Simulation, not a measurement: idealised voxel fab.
Name of the process module below: voxel capacitor over wiring
Cross-section cut spans 265 nm and uses square cells 5 nm in size.
Notation: cross-section as square-cell grid; stated in bands, top first, going down; one or more cell rows per band. The band entry comprises the height of the band's top followed by the height of its bottom, expressed in nm, and subsequently the band's materials from left to right, each stated together with its width in nm. Where a single material is marked with the word "edge to edge", that material fills the band from edge to edge. The word "empty" represents empty space. Where do heights start? At 0: under that level the wafer as delivered is made of one material only. And the lowest band has no floor; it just carries on downward, as in "0 down". Quick explanation for "30->40": the width changes in equal steps down the rows of cells, from the first number in the band's top row to the second number in its bottom row. Take "all unchanged" at face value: in the step it is given for, the cross-section changed in none of its cells. This entry, "Trapped void list", enumerates those empty regions of no fewer than 8 cells that possess no open connection to the top. Each region is reported in the form width x height at distance, the distance being taken from the left edge, with all three quantities expressed in nm. It should be noted that, on the line of a given step, the content following the step's settings is a remark produced by the simulator itself with respect to that step. overlay nm: mask right of planned place by this much (step with mask). Neg. = left.

Below is the list of planned process steps:
1 RECEIVE with material Si
2 CONFORMAL_DEP with material SiO2, thk nm 10
3 CONFORMAL_DEP with material SiN, thk nm 5
4 DIRECTIONAL_DEP with material lowk, thk nm 15
5 DIRECTIONAL_DEP with material aC, thk nm 10
6 PATTERN with tone open, mask id METAL_1, material resist, width nm 20, pitch nm 100, thk nm 25, overlay nm 0
7 DIRECTIONAL_ETCH with etch materials aC, depth nm 10
8 STRIP with etch materials resist
9 DIRECTIONAL_ETCH with etch materials lowk, depth nm 15
10 DIRECTIONAL_ETCH with etch materials SiN, depth nm 5
11 STRIP with etch materials aC
12 CONFORMAL_DEP with material TiN, thk nm 5
13 FILL_DEP with material Cu, thk nm 10
14 CMP with height nm 30
15 EPI with material Ru, thk nm 5
16 FILL_DEP with material SiCN, thk nm 5
17 DIRECTIONAL_DEP with material lowk, thk nm 20
18 MASKED_ETCH with tone open, mask id PLUG_1, width nm 15, etch materials lowk, depth nm 20, overlay nm 0
19 MASKED_ETCH with tone open, mask id PLUG_1, width nm 15, etch materials SiCN, depth nm 5, overlay nm 0
20 EPI with material Ru, thk nm 10
21 EPI with material Ru, thk nm 10
22 EPI with material Ru, thk nm 5
23 DIRECTIONAL_DEP with material TiN, thk nm 10
24 DIRECTIONAL_DEP with material Al2O3, thk nm 5
25 DIRECTIONAL_DEP with material TiN, thk nm 5
26 PATTERN with tone cover, mask id UPPER_PLATE, material resist, width nm 75, thk nm 15, overlay nm 0
27 DIRECTIONAL_ETCH with etch materials TiN, depth nm 5
28 DIRECTIONAL_ETCH with etch materials Al2O3, depth nm 5
29 STRIP with etch materials resist
30 MASKED_ETCH with tone cover, mask id LOWER_PLATE, width nm 85, etch materials TiN, depth nm 10, overlay nm 0
31 FILL_DEP with material SiO2, thk nm 15
32 CMP with height nm 90
33 DIRECTIONAL_DEP with material aC, thk nm 15
34 PATTERN with tone open, mask id PLUG_2, material resist, width nm 15, thk nm 35, overlay nm 0
35 DIRECTIONAL_ETCH with etch materials aC, depth nm 15
36 STRIP with etch materials resist
37 DIRECTIONAL_ETCH with etch materials SiO2, depth nm 10
38 STRIP with etch materials aC
39 CONFORMAL_DEP with material TiN, thk nm 5
40 FILL_DEP with material Ru, thk nm 10
41 CMP with height nm 90
42 CONFORMAL_DEP with material SiCN, thk nm 5
The value of width nm given for step 6 in the plan refers to the first wafer; the wafers vary in this setting and are alike at the start.

The first of several wafers, as received after step 1, seen in section:
* 0 down  Si edge to edge
* Trapped void list: none

Tabulated below, wafer by wafer, are the end-of-module results: for each material, the number of cells gained (+) or lost (-) relative to the as-received state, followed by the closed voids:
width nm 20; +15 Al2O3; +12 Cu; +28 Ru; +144 SiCN; +45 SiN; +354 SiO2; +74 TiN; +335 lowk; Trapped void list: none
width nm 25; +15 Al2O3; +18 Cu; +30 Ru; +142 SiCN; +43 SiN; +354 SiO2; +76 TiN; +329 lowk; Trapped void list: none
width nm 30; +15 Al2O3; +24 Cu; +32 Ru; +140 SiCN; +41 SiN; +354 SiO2; +78 TiN; +323 lowk; Trapped void list: none
width nm 35; +15 Al2O3; +30 Cu; +34 Ru; +138 SiCN; +39 SiN; +354 SiO2; +80 TiN; +317 lowk; Trapped void list: none
width nm 40; +15 Al2O3; +36 Cu; +36 Ru; +136 SiCN; +37 SiN; +354 SiO2; +82 TiN; +311 lowk; Trapped void list: none
width nm 45; +15 Al2O3; +42 Cu; +38 Ru; +134 SiCN; +35 SiN; +354 SiO2; +84 TiN; +305 lowk; Trapped void list: none
